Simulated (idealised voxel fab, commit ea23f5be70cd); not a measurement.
Herein follows the process module entitled voxel self aligned contacts.
Xsec cut, 225 nm wide, square cell size 5 nm.
Bands, listed from the top down, are how a cross-section gets written in this document; the cross-section itself is a grid of square cells, and a band is one or more rows of them. Heads up on the band format: heights come first, top then bottom, in nm. After that it's the materials left to right, each with its width in nm. A single material flagged "throughout" fills the whole band edge to edge, and "blank" means there's empty space there. Height reference: 0 = level under which incoming wafer is all one material. Lowest band: no bottom, runs on downward, e.g. "0 and below". Width: "30..40" (first number = top row, second number = bottom row, same change from row to row of cells). Take "all unchanged" at face value: in the step it is given for, the cross-section changed in none of its cells. "Trapped void list" specifies each empty space that is not open to the top and that occupies no fewer than 8 cells, using the form width x height at distance, the distance measured from the left edge and all three quantities in nm. Anything after a step's settings on that line? It's the simulator's own note about the step. Among the settings permitted on a step's line is "overlay nm"; applied to a step with a mask, it specifies the extent to which the mask lay to the right of its planned position, whereas a negative figure signifies a position to the left.
# Steps in the process plan
1: RECEIVE | material Si
2: CONFORMAL_DEP | material SiO2 | thk nm 5
3: DIRECTIONAL_DEP | material polySi | thk nm 30
4: DIRECTIONAL_DEP | material SiN | thk nm 15
5: DIRECTIONAL_DEP | material aC | thk nm 15
6: PATTERN | tone cover | mask id GATE | material resist | width nm 30 | pitch nm 65 | thk nm 35 | overlay nm 0
7: DIRECTIONAL_ETCH | etch materials aC | depth nm 15
8: STRIP | etch materials resist
9: DIRECTIONAL_ETCH | etch materials SiN | depth nm 15
10: DIRECTIONAL_ETCH | etch materials polySi | depth nm 30
11: STRIP | etch materials aC
12: CONFORMAL_DEP | material SiN | thk nm 5
13: DIRECTIONAL_ETCH | etch materials SiN | depth nm 5
14: FILL_DEP | material SiO2 | thk nm 15
15: CMP | height nm 55
16: MASKED_ETCH | tone open | mask id CONTACT | width nm 45 | etch materials SiO2 | depth nm 55 | overlay nm 0
17: CONFORMAL_DEP | material TiN | thk nm 5
18: FILL_DEP | material W | thk nm 5
19: CMP | height nm 55
20: CONFORMAL_DEP | material SiN | thk nm 5
# First wafer, two in total, run as planned
# Incoming wafer in cross-section (state: after step 1)
* 0 and below  Si throughout
* Trapped void list: none
# So this is the wafer cross-section right after step 2
* 5 down to 0  SiO2 throughout
* Lower than 0, everything is as it was.
# So this is the wafer cross-section right after step 3
* 35 down to 5  polySi throughout
* Lower than 5, everything is as it was.
# So this is the wafer cross-section right after step 4
* 50 down to 35  SiN throughout
* Lower than 35, everything is as it was.
# So this is the wafer cross-section right after step 5
* 65 down to 50  aC throughout
* Lower than 50, everything is as it was.
# So this is the wafer cross-section right after step 6
* 100 down to 65  blank=65  resist=30  blank=35  resist=30  blank=65
* Lower than 65, everything is as it was.
# So this is the wafer cross-section right after step 7
* 85 down to 65  blank=65  resist=30  blank=35  resist=30  blank=65
* 65 down to 50  blank=65  aC=30  blank=35  aC=30  blank=65
* Lower than 50, everything is as it was.
# So this is the wafer cross-section right after step 8
* 65 down to 50  blank=65  aC=30  blank=35  aC=30  blank=65
* Lower than 50, everything is as it was.
# So this is the wafer cross-section right after step 9
* 65 down to 50  blank=65  aC=30  blank=35  aC=30  blank=65
* 50 down to 35  blank=65  SiN=30  blank=35  SiN=30  blank=65
* Lower than 35, everything is as it was.
# So this is the wafer cross-section right after step 10
* 65 down to 50  blank=65  aC=30  blank=35  aC=30  blank=65
* 50 down to 35  blank=65  SiN=30  blank=35  SiN=30  blank=65
* 35 down to 5  blank=65  polySi=30  blank=35  polySi=30  blank=65
* Lower than 5, everything is as it was.
# So this is the wafer cross-section right after step 11
* 50 down to 35  blank=65  SiN=30  blank=35  SiN=30  blank=65
* Lower than 35, everything is as it was.
# So this is the wafer cross-section right after step 12
* 55 down to 35  blank=60  SiN=40  blank=25  SiN=40  blank=60
* 35 down to 10  blank=60  SiN=5  polySi=30  SiN=5  blank=25  SiN=5  polySi=30  SiN=5  blank=60
* 10 down to 5  SiN=65  polySi=30  SiN=35  polySi=30  SiN=65
* Lower than 5, everything is as it was.
# So this is the wafer cross-section right after step 13
* 50 down to 35  blank=60  SiN=40  blank=25  SiN=40  blank=60
* 35 down to 5  blank=60  SiN=5  polySi=30  SiN=5  blank=25  SiN=5  polySi=30  SiN=5  blank=60
* Lower than 5, everything is as it was.
# So this is the wafer cross-section right after step 14
* 65 down to 50  SiO2 throughout
* 50 down to 35  SiO2=60  SiN=40  SiO2=25  SiN=40  SiO2=60
* 35 down to 5  SiO2=60  SiN=5  polySi=30  SiN=5  SiO2=25  SiN=5  polySi=30  SiN=5  SiO2=60
* Lower than 5, everything is as it was.
# So this is the wafer cross-section right after step 15
* 55 down to 50  SiO2 throughout
* Lower than 50, everything is as it was.
# So this is the wafer cross-section right after step 16
* 55 down to 50  SiO2=90  blank=45  SiO2=90
* 50 down to 35  SiO2=60  SiN=40  blank=25  SiN=40  SiO2=60
* 35 down to 5  SiO2=60  SiN=5  polySi=30  SiN=5  blank=25  SiN=5  polySi=30  SiN=5  SiO2=60
* 5 down to 0  SiO2=100  blank=25  SiO2=100
* Lower than 0, everything is as it was.
# So this is the wafer cross-section right after step 17
* 60 down to 55  TiN=95  blank=35  TiN=95
* 55 down to 50  SiO2=90  TiN=15  blank=15  TiN=15  SiO2=90
* 50 down to 35  SiO2=60  SiN=40  TiN=5  blank=15  TiN=5  SiN=40  SiO2=60
* 35 down to 5  SiO2=60  SiN=5  polySi=30  SiN=5  TiN=5  blank=15  TiN=5  SiN=5  polySi=30  SiN=5  SiO2=60
* 5 down to 0  SiO2=100  TiN=25  SiO2=100
* Lower than 0, everything is as it was.
# So this is the wafer cross-section right after step 18
* 65 down to 60  W throughout
* 60 down to 55  TiN=95  W=35  TiN=95
* 55 down to 50  SiO2=90  TiN=15  W=15  TiN=15  SiO2=90
* 50 down to 35  SiO2=60  SiN=40  TiN=5  W=15  TiN=5  SiN=40  SiO2=60
* 35 down to 5  SiO2=60  SiN=5  polySi=30  SiN=5  TiN=5  W=15  TiN=5  SiN=5  polySi=30  SiN=5  SiO2=60
* Lower than 5, everything is as it was.
# So this is the wafer cross-section right after step 19
* 55 down to 50  SiO2=90  TiN=15  W=15  TiN=15  SiO2=90
* Lower than 50, everything is as it was.
# So this is the wafer cross-section right after step 20
* 60 down to 55  SiN throughout
* Lower than 55, everything is as it was.
# Wafer two of two - same starting point, same process plan, one mistake in execution; matches wafer one up to and including step 5
# Second wafer at the planned finish of step 6, seen in cross-section
* 100 down to 65  resist=65  blank=30  resist=35  blank=30  resist=65
* Lower than 65, everything is as it was.
# Second wafer at the planned finish of step 7, seen in cross-section
* 85 down to 65  resist=65  blank=30  resist=35  blank=30  resist=65
* 65 down to 50  aC=65  blank=30  aC=35  blank=30  aC=65
* Lower than 50, everything is as it was.
# Second wafer at the planned finish of step 8, seen in cross-section
* 65 down to 50  aC=65  blank=30  aC=35  blank=30  aC=65
* Lower than 50, everything is as it was.
# Second wafer at the planned finish of step 9, seen in cross-section
* 65 down to 50  aC=65  blank=30  aC=35  blank=30  aC=65
* 50 down to 35  SiN=65  blank=30  SiN=35  blank=30  SiN=65
* Lower than 35, everything is as it was.
# Second wafer at the planned finish of step 10, seen in cross-section
* 65 down to 50  aC=65  blank=30  aC=35  blank=30  aC=65
* 50 down to 35  SiN=65  blank=30  SiN=35  blank=30  SiN=65
* 35 down to 5  polySi=65  blank=30  polySi=35  blank=30  polySi=65
* Lower than 5, everything is as it was.
# Second wafer at the planned finish of step 11, seen in cross-section
* 50 down to 35  SiN=65  blank=30  SiN=35  blank=30  SiN=65
* Lower than 35, everything is as it was.
# Second wafer at the planned finish of step 12, seen in cross-section
* 55 down to 35  SiN=70  blank=20  SiN=45  blank=20  SiN=70
* 35 down to 10  polySi=65  SiN=5  blank=20  SiN=5  polySi=35  SiN=5  blank=20  SiN=5  polySi=65
* 10 down to 5  polySi=65  SiN=30  polySi=35  SiN=30  polySi=65
* Lower than 5, everything is as it was.
# Second wafer at the planned finish of step 13, seen in cross-section
* 50 down to 35  SiN=70  blank=20  SiN=45  blank=20  SiN=70
* 35 down to 5  polySi=65  SiN=5  blank=20  SiN=5  polySi=35  SiN=5  blank=20  SiN=5  polySi=65
* Lower than 5, everything is as it was.
# Second wafer at the planned finish of step 14, seen in cross-section
* 65 down to 50  SiO2 throughout
* 50 down to 35  SiN=70  SiO2=20  SiN=45  SiO2=20  SiN=70
* 35 down to 5  polySi=65  SiN=5  SiO2=20  SiN=5  polySi=35  SiN=5  SiO2=20  SiN=5  polySi=65
* Lower than 5, everything is as it was.
# Second wafer at the planned finish of step 15, seen in cross-section
* 55 down to 50  SiO2 throughout
* Lower than 50, everything is as it was.
# Second wafer at the planned finish of step 16, seen in cross-section
* 55 down to 50  SiO2=90  blank=45  SiO2=90
* Lower than 50, everything is as it was.
# Second wafer at the planned finish of step 17, seen in cross-section
* 60 down to 55  TiN=95  blank=35  TiN=95
* 55 down to 50  SiO2=90  TiN=45  SiO2=90
* Lower than 50, everything is as it was.
# Second wafer at the planned finish of step 18, seen in cross-section
* 65 down to 60  W throughout
* 60 down to 55  TiN=95  W=35  TiN=95
* Lower than 55, everything is as it was.
# Second wafer at the planned finish of step 19, seen in cross-section
* 55 down to 50  SiO2=90  TiN=45  SiO2=90
* Lower than 50, everything is as it was.
# Second wafer at the planned finish of step 20, seen in cross-section
* 60 down to 55  SiN throughout
* Lower than 55, everything is as it was.
What was done differently from what was planned? step 6 was not run as planned; what actually ran was PATTERN | tone open | mask id GATE | material resist | width nm 30 | pitch nm 65 | thk nm 35 | overlay nm 0
Count the cells at the end and the second wafer has more or fewer of some materials than the first: 63 more of SiN, 139 fewer of SiO2, 20 fewer of TiN, 30 fewer of W, 126 more of polySi
